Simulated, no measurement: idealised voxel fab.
process module | voxel wiring stack
cross-section cut | 260 nm wide | cells 5 nm
A cross-section is a grid of square cells, given in bands from the top down. A band is one or more rows of cells.
Each band's line starts with the height of the band's top and of its bottom, in nm. Then come its materials from left to right, each with its width in nm. One material with "throughout" fills the band from edge to edge. "air" is empty space.
Height 0 is the level under which the wafer as received is all one material. The lowest band goes on downwards, as in "0 down".
A width such as "30 to 40" changes by the same amount from each row of cells to the next, from the band's top row to its bottom row.
"no change" after a step means that no cell of the cross-section changed.
closed voids: empty space of 8 cells or more with no open way to the top, each as width x height at its distance from the left edge, in nm
after a step's settings: what the simulator itself notes on the step
overlay nm, on a step with a mask: how far to the right of its planned place the mask lay; to the left if negative
plan
1 op RECEIVE | material Si
2 op CONFORMAL_DEP | material SiO2 | thk nm 15
3 op DIRECTIONAL_DEP | material TiN | thk nm 5
4 op DIRECTIONAL_DEP | material Ru | thk nm 25
5 op PATTERN | tone cover | mask id METAL_1 | material resist | width nm 30 | pitch nm 45 | thk nm 15 | overlay nm 0
6 op DIRECTIONAL_ETCH | etch materials Ru | depth nm 25
7 op DIRECTIONAL_ETCH | etch materials TiN | depth nm 5
8 op STRIP | etch materials resist
9 op CONFORMAL_DEP | material SiCN | thk nm 5
10 op FILL_DEP | material SiO2 | thk nm 5
11 op CMP | height nm 45
12 op CONFORMAL_DEP | material SiCN | thk nm 5
13 op DIRECTIONAL_DEP | material lowk | thk nm 20
14 op MASKED_ETCH | tone open | mask id PLUG_1 | width nm 15 | pitch nm 90 | etch materials lowk | depth nm 20 | overlay nm 0
15 op MASKED_ETCH | tone open | mask id PLUG_1 | width nm 15 | pitch nm 90 | etch materials SiCN | depth nm 5 | overlay nm 0
16 op EPI | material Ru | thk nm 10
17 op EPI | material Ru | thk nm 10
18 op EPI | material Ru | thk nm 5
19 op CONFORMAL_DEP | material SiN | thk nm 5
20 op DIRECTIONAL_DEP | material SiO2 | thk nm 25
21 op DIRECTIONAL_DEP | material aC | thk nm 15
22 op PATTERN | tone open | mask id METAL_2 | material resist | width nm 30 | pitch nm 45 | thk nm 35 | overlay nm 0
23 op DIRECTIONAL_ETCH | etch materials aC | depth nm 15
24 op STRIP | etch materials resist
25 op DIRECTIONAL_ETCH | etch materials SiO2 | depth nm 25
26 op DIRECTIONAL_ETCH | etch materials SiN | depth nm 5
27 op STRIP | etch materials aC
28 op CONFORMAL_DEP | material TiN | thk nm 5
29 op FILL_DEP | material Ru | thk nm 10
30 op CMP | height nm 100
31 op EPI | material Ru | thk nm 5
32 op FILL_DEP | material SiCN | thk nm 5
33 op DIRECTIONAL_DEP | material lowk | thk nm 25
34 op PATTERN | tone open | mask id METAL_3 | material resist | width nm 30 | pitch nm 45 | thk nm 20 | overlay nm 0
35 op DIRECTIONAL_ETCH | etch materials lowk | depth nm 15
36 op STRIP | etch materials resist
37 op DIRECTIONAL_DEP | material aC | thk nm 15
38 op PATTERN | tone open | mask id METAL_3_HOLES | material resist | width nm 15 | pitch nm 45 | thk nm 30 | overlay nm 0
39 op DIRECTIONAL_ETCH | etch materials aC | depth nm 15
40 op STRIP | etch materials resist
41 op DIRECTIONAL_ETCH | etch materials lowk | depth nm 10
42 op DIRECTIONAL_ETCH | etch materials SiCN | depth nm 5
43 op STRIP | etch materials aC
44 op CONFORMAL_DEP | material TiN | thk nm 5
45 op FILL_DEP | material Cu | thk nm 5
46 op CMP | height nm 135
47 op CONFORMAL_DEP | material SiN | thk nm 5
first wafer, as planned
as received, after step 1
  0 down: Si throughout
  closed voids: none
after step 2
  15 to 0: SiO2 throughout
  below 0: unchanged
after step 3
  20 to 15: TiN throughout
  below 15: unchanged
after step 4
  45 to 20: Ru throughout
  below 20: unchanged
after step 5
  60 to 45: air 70 | resist 30 | air 15 | resist 30 | air 15 | resist 30 | air 70
  below 45: unchanged
after step 6
  60 to 45: air 70 | resist 30 | air 15 | resist 30 | air 15 | resist 30 | air 70
  45 to 20: air 70 | Ru 30 | air 15 | Ru 30 | air 15 | Ru 30 | air 70
  below 20: unchanged
after step 7
  60 to 45: air 70 | resist 30 | air 15 | resist 30 | air 15 | resist 30 | air 70
  45 to 20: air 70 | Ru 30 | air 15 | Ru 30 | air 15 | Ru 30 | air 70
  20 to 15: air 70 | TiN 30 | air 15 | TiN 30 | air 15 | TiN 30 | air 70
  below 15: unchanged
after step 8
  45 to 20: air 70 | Ru 30 | air 15 | Ru 30 | air 15 | Ru 30 | air 70
  below 20: unchanged
after step 9
  50 to 45: air 65 | SiCN 40 | air 5 | SiCN 40 | air 5 | SiCN 40 | air 65
  45 to 20: air 65 | SiCN 5 | Ru 30 | SiCN 5 | air 5 | SiCN 5 | Ru 30 | SiCN 5 | air 5 | SiCN 5 | Ru 30 | SiCN 5 | air 65
  20 to 15: SiCN 70 | TiN 30 | SiCN 15 | TiN 30 | SiCN 15 | TiN 30 | SiCN 70
  below 15: unchanged
after step 10
  55 to 50: SiO2 throughout
  50 to 45: SiO2 65 | SiCN 40 | SiO2 5 | SiCN 40 | SiO2 5 | SiCN 40 | SiO2 65
  45 to 20: SiO2 65 | SiCN 5 | Ru 30 | SiCN 5 | SiO2 5 | SiCN 5 | Ru 30 | SiCN 5 | SiO2 5 | SiCN 5 | Ru 30 | SiCN 5 | SiO2 65
  below 20: unchanged
after step 11
  45 to 20: SiO2 65 | SiCN 5 | Ru 30 | SiCN 5 | SiO2 5 | SiCN 5 | Ru 30 | SiCN 5 | SiO2 5 | SiCN 5 | Ru 30 | SiCN 5 | SiO2 65
  below 20: unchanged
after step 12
  50 to 45: SiCN throughout
  below 45: unchanged
after step 13
  70 to 50: lowk throughout
  below 50: unchanged
after step 14
  70 to 50: lowk 70 | air 15 | lowk 75 | air 15 | lowk 85
  below 50: unchanged
after step 15
  70 to 50: lowk 70 | air 15 | lowk 75 | air 15 | lowk 85
  50 to 45: SiCN 70 | air 15 | SiCN 75 | air 15 | SiCN 85
  below 45: unchanged
after step 16
  70 to 55: lowk 70 | air 15 | lowk 75 | air 15 | lowk 85
  55 to 50: lowk 70 | Ru 15 | lowk 75 | Ru 15 | lowk 85
  50 to 45: SiCN 70 | Ru 15 | SiCN 75 | Ru 15 | SiCN 85
  below 45: unchanged
after step 17
  70 to 65: lowk 70 | air 15 | lowk 75 | air 15 | lowk 85
  65 to 50: lowk 70 | Ru 15 | lowk 75 | Ru 15 | lowk 85
  below 50: unchanged
after step 18
  70 to 50: lowk 70 | Ru 15 | lowk 75 | Ru 15 | lowk 85
  below 50: unchanged
after step 19
  75 to 70: SiN throughout
  below 70: unchanged
after step 20
  100 to 75: SiO2 throughout
  below 75: unchanged
after step 21
  115 to 100: aC throughout
  below 100: unchanged
after step 22
  150 to 115: resist 70 | air 30 | resist 15 | air 30 | resist 15 | air 30 | resist 70
  below 115: unchanged
after step 23
  135 to 115: resist 70 | air 30 | resist 15 | air 30 | resist 15 | air 30 | resist 70
  115 to 100: aC 70 | air 30 | aC 15 | air 30 | aC 15 | air 30 | aC 70
  below 100: unchanged
after step 24
  115 to 100: aC 70 | air 30 | aC 15 | air 30 | aC 15 | air 30 | aC 70
  below 100: unchanged
after step 25
  115 to 100: aC 70 | air 30 | aC 15 | air 30 | aC 15 | air 30 | aC 70
  100 to 75: SiO2 70 | air 30 | SiO2 15 | air 30 | SiO2 15 | air 30 | SiO2 70
  below 75: unchanged
after step 26
  115 to 100: aC 70 | air 30 | aC 15 | air 30 | aC 15 | air 30 | aC 70
  100 to 75: SiO2 70 | air 30 | SiO2 15 | air 30 | SiO2 15 | air 30 | SiO2 70
  75 to 70: SiN 70 | air 30 | SiN 15 | air 30 | SiN 15 | air 30 | SiN 70
  below 70: unchanged
after step 27
  100 to 75: SiO2 70 | air 30 | SiO2 15 | air 30 | SiO2 15 | air 30 | SiO2 70
  below 75: unchanged
after step 28
  105 to 100: TiN 75 | air 20 | TiN 25 | air 20 | TiN 25 | air 20 | TiN 75
  100 to 75: SiO2 70 | TiN 5 | air 20 | TiN 5 | SiO2 15 | TiN 5 | air 20 | TiN 5 | SiO2 15 | TiN 5 | air 20 | TiN 5 | SiO2 70
  75 to 70: SiN 70 | TiN 30 | SiN 15 | TiN 30 | SiN 15 | TiN 30 | SiN 70
  below 70: unchanged
after step 29
  115 to 105: Ru throughout
  105 to 100: TiN 75 | Ru 20 | TiN 25 | Ru 20 | TiN 25 | Ru 20 | TiN 75
  100 to 75: SiO2 70 | TiN 5 | Ru 20 | TiN 5 | SiO2 15 | TiN 5 | Ru 20 | TiN 5 | SiO2 15 | TiN 5 | Ru 20 | TiN 5 | SiO2 70
  below 75: unchanged
after step 30
  100 to 75: SiO2 70 | TiN 5 | Ru 20 | TiN 5 | SiO2 15 | TiN 5 | Ru 20 | TiN 5 | SiO2 15 | TiN 5 | Ru 20 | TiN 5 | SiO2 70
  below 75: unchanged
after step 31
  105 to 100: air 65 | Ru 40 | air 5 | Ru 40 | air 5 | Ru 40 | air 65
  below 100: unchanged
after step 32
  110 to 105: SiCN throughout
  105 to 100: SiCN 65 | Ru 40 | SiCN 5 | Ru 40 | SiCN 5 | Ru 40 | SiCN 65
  below 100: unchanged
after step 33
  135 to 110: lowk throughout
  below 110: unchanged
after step 34
  155 to 135: resist 70 | air 30 | resist 15 | air 30 | resist 15 | air 30 | resist 70
  below 135: unchanged
after step 35
  155 to 135: resist 70 | air 30 | resist 15 | air 30 | resist 15 | air 30 | resist 70
  135 to 120: lowk 70 | air 30 | lowk 15 | air 30 | lowk 15 | air 30 | lowk 70
  below 120: unchanged
after step 36
  135 to 120: lowk 70 | air 30 | lowk 15 | air 30 | lowk 15 | air 30 | lowk 70
  below 120: unchanged
after step 37
  150 to 135: aC 70 | air 30 | aC 15 | air 30 | aC 15 | air 30 | aC 70
  135 to 120: lowk 70 | aC 30 | lowk 15 | aC 30 | lowk 15 | aC 30 | lowk 70
  below 120: unchanged
after step 38
  180 to 150: resist 70 | air 15 | resist 30 | air 15 | resist 30 | air 15 | resist 85
  150 to 135: aC 70 | air 15 | resist 15 | aC 15 | air 15 | resist 15 | aC 15 | air 15 | resist 15 | aC 70
  below 135: unchanged
after step 39
  165 to 150: resist 70 | air 15 | resist 30 | air 15 | resist 30 | air 15 | resist 85
  150 to 135: aC 70 | air 15 | resist 15 | aC 15 | air 15 | resist 15 | aC 15 | air 15 | resist 15 | aC 70
  135 to 120: lowk 70 | air 15 | aC 15 | lowk 15 | air 15 | aC 15 | lowk 15 | air 15 | aC 15 | lowk 70
  below 120: unchanged
after step 40
  150 to 135: aC 70 | air 30 | aC 15 | air 30 | aC 15 | air 30 | aC 70
  below 135: unchanged
after step 41
  150 to 135: aC 70 | air 30 | aC 15 | air 30 | aC 15 | air 30 | aC 70
  135 to 120: lowk 70 | air 15 | aC 15 | lowk 15 | air 15 | aC 15 | lowk 15 | air 15 | aC 15 | lowk 70
  120 to 110: lowk 70 | air 15 | lowk 30 | air 15 | lowk 30 | air 15 | lowk 85
  below 110: unchanged
after step 42
  150 to 135: aC 70 | air 30 | aC 15 | air 30 | aC 15 | air 30 | aC 70
  135 to 120: lowk 70 | air 15 | aC 15 | lowk 15 | air 15 | aC 15 | lowk 15 | air 15 | aC 15 | lowk 70
  120 to 110: lowk 70 | air 15 | lowk 30 | air 15 | lowk 30 | air 15 | lowk 85
  110 to 105: SiCN 70 | air 15 | SiCN 30 | air 15 | SiCN 30 | air 15 | SiCN 85
  below 105: unchanged
after step 43
  135 to 120: lowk 70 | air 30 | lowk 15 | air 30 | lowk 15 | air 30 | lowk 70
  below 120: unchanged
after step 44
  140 to 135: TiN 75 | air 20 | TiN 25 | air 20 | TiN 25 | air 20 | TiN 75
  135 to 125: lowk 70 | TiN 5 | air 20 | TiN 5 | lowk 15 | TiN 5 | air 20 | TiN 5 | lowk 15 | TiN 5 | air 20 | TiN 5 | lowk 70
  125 to 120: lowk 70 | TiN 5 | air 5 | TiN 20 | lowk 15 | TiN 5 | air 5 | TiN 20 | lowk 15 | TiN 5 | air 5 | TiN 20 | lowk 70
  120 to 110: lowk 70 | TiN 5 | air 5 | TiN 5 | lowk 30 | TiN 5 | air 5 | TiN 5 | lowk 30 | TiN 5 | air 5 | TiN 5 | lowk 85
  110 to 105: SiCN 70 | TiN 15 | SiCN 30 | TiN 15 | SiCN 30 | TiN 15 | SiCN 85
  below 105: unchanged
after step 45
  145 to 140: Cu throughout
  140 to 135: TiN 75 | Cu 20 | TiN 25 | Cu 20 | TiN 25 | Cu 20 | TiN 75
  135 to 125: lowk 70 | TiN 5 | Cu 20 | TiN 5 | lowk 15 | TiN 5 | Cu 20 | TiN 5 | lowk 15 | TiN 5 | Cu 20 | TiN 5 | lowk 70
  125 to 120: lowk 70 | TiN 5 | Cu 5 | TiN 20 | lowk 15 | TiN 5 | Cu 5 | TiN 20 | lowk 15 | TiN 5 | Cu 5 | TiN 20 | lowk 70
  120 to 110: lowk 70 | TiN 5 | Cu 5 | TiN 5 | lowk 30 | TiN 5 | Cu 5 | TiN 5 | lowk 30 | TiN 5 | Cu 5 | TiN 5 | lowk 85
  below 110: unchanged
after step 46
  135 to 125: lowk 70 | TiN 5 | Cu 20 | TiN 5 | lowk 15 | TiN 5 | Cu 20 | TiN 5 | lowk 15 | TiN 5 | Cu 20 | TiN 5 | lowk 70
  below 125: unchanged
after step 47
  140 to 135: SiN throughout
  below 135: unchanged
second wafer: like start, like plan, one mistake. Through step 10 it matches the first wafer
when step 11 should have ended
  40 to 20: SiO2 65 | SiCN 5 | Ru 30 | SiCN 5 | SiO2 5 | SiCN 5 | Ru 30 | SiCN 5 | SiO2 5 | SiCN 5 | Ru 30 | SiCN 5 | SiO2 65
  below 20: unchanged
when step 12 should have ended
  45 to 40: SiCN throughout
  below 40: unchanged
when step 13 should have ended
  65 to 45: lowk throughout
  below 45: unchanged
when step 14 should have ended
  65 to 45: lowk 70 | air 15 | lowk 75 | air 15 | lowk 85
  below 45: unchanged
when step 15 should have ended
  65 to 45: lowk 70 | air 15 | lowk 75 | air 15 | lowk 85
  45 to 40: SiCN 70 | air 15 | SiCN 75 | air 15 | SiCN 85
  below 40: unchanged
when step 16 should have ended
  65 to 50: lowk 70 | air 15 | lowk 75 | air 15 | lowk 85
  50 to 45: lowk 70 | Ru 15 | lowk 75 | Ru 15 | lowk 85
  45 to 40: SiCN 70 | Ru 15 | SiCN 75 | Ru 15 | SiCN 85
  below 40: unchanged
when step 17 should have ended
  65 to 60: lowk 70 | air 15 | lowk 75 | air 15 | lowk 85
  60 to 45: lowk 70 | Ru 15 | lowk 75 | Ru 15 | lowk 85
  below 45: unchanged
when step 18 should have ended
  65 to 45: lowk 70 | Ru 15 | lowk 75 | Ru 15 | lowk 85
  below 45: unchanged
when step 19 should have ended
  70 to 65: SiN throughout
  below 65: unchanged
when step 20 should have ended
  95 to 70: SiO2 throughout
  below 70: unchanged
when step 21 should have ended
  110 to 95: aC throughout
  below 95: unchanged
when step 22 should have ended
  145 to 110: resist 70 | air 30 | resist 15 | air 30 | resist 15 | air 30 | resist 70
  below 110: unchanged
when step 23 should have ended
  130 to 110: resist 70 | air 30 | resist 15 | air 30 | resist 15 | air 30 | resist 70
  110 to 95: aC 70 | air 30 | aC 15 | air 30 | aC 15 | air 30 | aC 70
  below 95: unchanged
when step 24 should have ended
  110 to 95: aC 70 | air 30 | aC 15 | air 30 | aC 15 | air 30 | aC 70
  below 95: unchanged
when step 25 should have ended
  110 to 95: aC 70 | air 30 | aC 15 | air 30 | aC 15 | air 30 | aC 70
  95 to 70: SiO2 70 | air 30 | SiO2 15 | air 30 | SiO2 15 | air 30 | SiO2 70
  below 70: unchanged
when step 26 should have ended
  110 to 95: aC 70 | air 30 | aC 15 | air 30 | aC 15 | air 30 | aC 70
  95 to 70: SiO2 70 | air 30 | SiO2 15 | air 30 | SiO2 15 | air 30 | SiO2 70
  70 to 65: SiN 70 | air 30 | SiN 15 | air 30 | SiN 15 | air 30 | SiN 70
  below 65: unchanged
when step 27 should have ended
  95 to 70: SiO2 70 | air 30 | SiO2 15 | air 30 | SiO2 15 | air 30 | SiO2 70
  below 70: unchanged
when step 28 should have ended
  100 to 95: TiN 75 | air 20 | TiN 25 | air 20 | TiN 25 | air 20 | TiN 75
  95 to 70: SiO2 70 | TiN 5 | air 20 | TiN 5 | SiO2 15 | TiN 5 | air 20 | TiN 5 | SiO2 15 | TiN 5 | air 20 | TiN 5 | SiO2 70
  70 to 65: SiN 70 | TiN 30 | SiN 15 | TiN 30 | SiN 15 | TiN 30 | SiN 70
  below 65: unchanged
when step 29 should have ended
  110 to 100: Ru throughout
  100 to 95: TiN 75 | Ru 20 | TiN 25 | Ru 20 | TiN 25 | Ru 20 | TiN 75
  95 to 70: SiO2 70 | TiN 5 | Ru 20 | TiN 5 | SiO2 15 | TiN 5 | Ru 20 | TiN 5 | SiO2 15 | TiN 5 | Ru 20 | TiN 5 | SiO2 70
  below 70: unchanged
when step 30 should have ended
  100 to 95: TiN 75 | Ru 20 | TiN 25 | Ru 20 | TiN 25 | Ru 20 | TiN 75
  below 95: unchanged
when step 31 should have ended
  105 to 100: Ru throughout
  below 100: unchanged
when step 32 should have ended
  110 to 105: SiCN throughout
  below 105: unchanged
when step 33 should have ended
  135 to 110: lowk throughout
  below 110: unchanged
when step 34 should have ended
  155 to 135: resist 70 | air 30 | resist 15 | air 30 | resist 15 | air 30 | resist 70
  below 135: unchanged
when step 35 should have ended
  155 to 135: resist 70 | air 30 | resist 15 | air 30 | resist 15 | air 30 | resist 70
  135 to 120: lowk 70 | air 30 | lowk 15 | air 30 | lowk 15 | air 30 | lowk 70
  below 120: unchanged
when step 36 should have ended
  135 to 120: lowk 70 | air 30 | lowk 15 | air 30 | lowk 15 | air 30 | lowk 70
  below 120: unchanged
when step 37 should have ended
  150 to 135: aC 70 | air 30 | aC 15 | air 30 | aC 15 | air 30 | aC 70
  135 to 120: lowk 70 | aC 30 | lowk 15 | aC 30 | lowk 15 | aC 30 | lowk 70
  below 120: unchanged
when step 38 should have ended
  180 to 150: resist 70 | air 15 | resist 30 | air 15 | resist 30 | air 15 | resist 85
  150 to 135: aC 70 | air 15 | resist 15 | aC 15 | air 15 | resist 15 | aC 15 | air 15 | resist 15 | aC 70
  below 135: unchanged
when step 39 should have ended
  165 to 150: resist 70 | air 15 | resist 30 | air 15 | resist 30 | air 15 | resist 85
  150 to 135: aC 70 | air 15 | resist 15 | aC 15 | air 15 | resist 15 | aC 15 | air 15 | resist 15 | aC 70
  135 to 120: lowk 70 | air 15 | aC 15 | lowk 15 | air 15 | aC 15 | lowk 15 | air 15 | aC 15 | lowk 70
  below 120: unchanged
when step 40 should have ended
  150 to 135: aC 70 | air 30 | aC 15 | air 30 | aC 15 | air 30 | aC 70
  below 135: unchanged
when step 41 should have ended
  150 to 135: aC 70 | air 30 | aC 15 | air 30 | aC 15 | air 30 | aC 70
  135 to 120: lowk 70 | air 15 | aC 15 | lowk 15 | air 15 | aC 15 | lowk 15 | air 15 | aC 15 | lowk 70
  120 to 110: lowk 70 | air 15 | lowk 30 | air 15 | lowk 30 | air 15 | lowk 85
  below 110: unchanged
when step 42 should have ended
  150 to 135: aC 70 | air 30 | aC 15 | air 30 | aC 15 | air 30 | aC 70
  135 to 120: lowk 70 | air 15 | aC 15 | lowk 15 | air 15 | aC 15 | lowk 15 | air 15 | aC 15 | lowk 70
  120 to 110: lowk 70 | air 15 | lowk 30 | air 15 | lowk 30 | air 15 | lowk 85
  110 to 105: SiCN 70 | air 15 | SiCN 30 | air 15 | SiCN 30 | air 15 | SiCN 85
  below 105: unchanged
when step 43 should have ended
  135 to 120: lowk 70 | air 30 | lowk 15 | air 30 | lowk 15 | air 30 | lowk 70
  below 120: unchanged
when step 44 should have ended
  140 to 135: TiN 75 | air 20 | TiN 25 | air 20 | TiN 25 | air 20 | TiN 75
  135 to 125: lowk 70 | TiN 5 | air 20 | TiN 5 | lowk 15 | TiN 5 | air 20 | TiN 5 | lowk 15 | TiN 5 | air 20 | TiN 5 | lowk 70
  125 to 120: lowk 70 | TiN 5 | air 5 | TiN 20 | lowk 15 | TiN 5 | air 5 | TiN 20 | lowk 15 | TiN 5 | air 5 | TiN 20 | lowk 70
  120 to 110: lowk 70 | TiN 5 | air 5 | TiN 5 | lowk 30 | TiN 5 | air 5 | TiN 5 | lowk 30 | TiN 5 | air 5 | TiN 5 | lowk 85
  110 to 105: SiCN 70 | TiN 15 | SiCN 30 | TiN 15 | SiCN 30 | TiN 15 | SiCN 85
  below 105: unchanged
when step 45 should have ended
  145 to 140: Cu throughout
  140 to 135: TiN 75 | Cu 20 | TiN 25 | Cu 20 | TiN 25 | Cu 20 | TiN 75
  135 to 125: lowk 70 | TiN 5 | Cu 20 | TiN 5 | lowk 15 | TiN 5 | Cu 20 | TiN 5 | lowk 15 | TiN 5 | Cu 20 | TiN 5 | lowk 70
  125 to 120: lowk 70 | TiN 5 | Cu 5 | TiN 20 | lowk 15 | TiN 5 | Cu 5 | TiN 20 | lowk 15 | TiN 5 | Cu 5 | TiN 20 | lowk 70
  120 to 110: lowk 70 | TiN 5 | Cu 5 | TiN 5 | lowk 30 | TiN 5 | Cu 5 | TiN 5 | lowk 30 | TiN 5 | Cu 5 | TiN 5 | lowk 85
  below 110: unchanged
when step 46 should have ended
  135 to 125: lowk 70 | TiN 5 | Cu 20 | TiN 5 | lowk 15 | TiN 5 | Cu 20 | TiN 5 | lowk 15 | TiN 5 | Cu 20 | TiN 5 | lowk 70
  below 125: unchanged
when step 47 should have ended
  140 to 135: SiN throughout
  below 135: unchanged
what went wrong: step 11 ran as: op CMP | height nm 40
at the end the second wafer has, in cells: 22 more of Ru | 34 fewer of SiCN | 28 fewer of SiO2 | 40 more of TiN
